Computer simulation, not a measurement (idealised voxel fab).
A process module follows: voxel self aligned vias.
Cross-sectional view cut (width: 280 nm; square cell size: 5 nm).
Cross-section layout: square cells on a grid; listed as bands, top to bottom; a band spans one or more cell rows.
Each band's line starts with the height of the band's top and of its bottom, in nm. Then come its materials from left to right, each with its width in nm. One material with "throughout" fills the band from edge to edge. "blank" is empty space.
Measure heights from 0. That's the level where, below it, the as-received wafer is all one material. The lowest band is bottomless and extends downward; write it as in "0..down".
The two numbers in a width such as "30 to 40" mark its ends across the band: the first belongs to the top row of cells, the second to the bottom row, and from each row to the next the width moves by the same amount.
Take "all unchanged" at face value: in the step it is given for, the cross-section changed in none of its cells.
"Cavities, closed" - sealed voids, min. 8 cells, no opening to top; format: width x height at distance (distance from left edge; nm throughout).
Formally, on a step line, whatever follows the settings is a remark that the simulator itself makes on the step.
Steps that use a mask can have "overlay nm" on their line. It says how far the mask sat to the right of where it was meant to be. Negative means to the left.

List of planned process steps
| 1 | RECEIVE [material Si] |
| 2 | CONFORMAL_DEP [material SiO2] [thk nm 10] |
| 3 | CONFORMAL_DEP [material SiCN] [thk nm 5] |
| 4 | DIRECTIONAL_DEP [material lowk] [thk nm 20] |
| 5 | DIRECTIONAL_DEP [material aC] [thk nm 10] |
| 6 | PATTERN [tone open] [mask id LINES] [material resist] [width nm 30] [pitch nm 65] [thk nm 30] [overlay nm 0] |
| 7 | DIRECTIONAL_ETCH [etch materials aC] [depth nm 10] |
| 8 | STRIP [etch materials resist] |
| 9 | DIRECTIONAL_ETCH [etch materials lowk] [depth nm 20] |
| 10 | STRIP [etch materials aC] |
| 11 | CONFORMAL_DEP [material TiN] [thk nm 5] |
| 12 | FILL_DEP [material W] [thk nm 10] |
| 13 | CMP [height nm 35] |
| 14 | SELECTIVE_ETCH [etch materials W Ru TiN] [depth nm 5] |
| 15 | FILL_DEP [material SiN] [thk nm 5] |
| 16 | CMP [height nm 35] |
| 17 | DIRECTIONAL_DEP [material lowk] [thk nm 20] |
| 18 | PATTERN [tone open] [mask id VIAS] [material resist] [width nm 40] [thk nm 20] [overlay nm -15] |
| 19 | DIRECTIONAL_ETCH [etch materials lowk] [depth nm 20] |
| 20 | DIRECTIONAL_ETCH [etch materials SiN] [depth nm 5] |
| 21 | STRIP [etch materials resist] |
| 22 | CONFORMAL_DEP [material TiN] [thk nm 5] |
| 23 | FILL_DEP [material Cu] [thk nm 5] |
| 24 | CMP [height nm 55] |
| 25 | CONFORMAL_DEP [material SiN] [thk nm 5] |
Every wafer here starts from the same state; it is the step 18 overlay nm that distinguishes them, and the value the plan gives belongs to the first wafer.

First of several wafers, received after step 1, in cross-section
    0..down | Si throughout
    Cavities, closed: none

What follows is a table in which each wafer occupies a row; for the wafer as it stands at the close of the module, the row states, material by material, how many cells have been gained (+) or lost (-) since receipt, and then gives its closed voids
overlay nm -15 | +20 Cu | +56 SiCN | +64 SiN | +112 SiO2 | +36 TiN | +16 W | +368 lowk | Cavities, closed: none
overlay nm -10 | +21 Cu | +56 SiCN | +63 SiN | +112 SiO2 | +36 TiN | +16 W | +368 lowk | Cavities, closed: none
overlay nm -5 | +22 Cu | +56 SiCN | +62 SiN | +112 SiO2 | +36 TiN | +16 W | +368 lowk | Cavities, closed: none
overlay nm 0 | +22 Cu | +56 SiCN | +62 SiN | +112 SiO2 | +36 TiN | +16 W | +368 lowk | Cavities, closed: none
overlay nm 5 | +22 Cu | +56 SiCN | +62 SiN | +112 SiO2 | +36 TiN | +16 W | +368 lowk | Cavities, closed: none
overlay nm 10 | +21 Cu | +56 SiCN | +63 SiN | +112 SiO2 | +36 TiN | +16 W | +368 lowk | Cavities, closed: none
overlay nm 15 | +20 Cu | +56 SiCN | +64 SiN | +112 SiO2 | +36 TiN | +16 W | +368 lowk | Cavities, closed: none
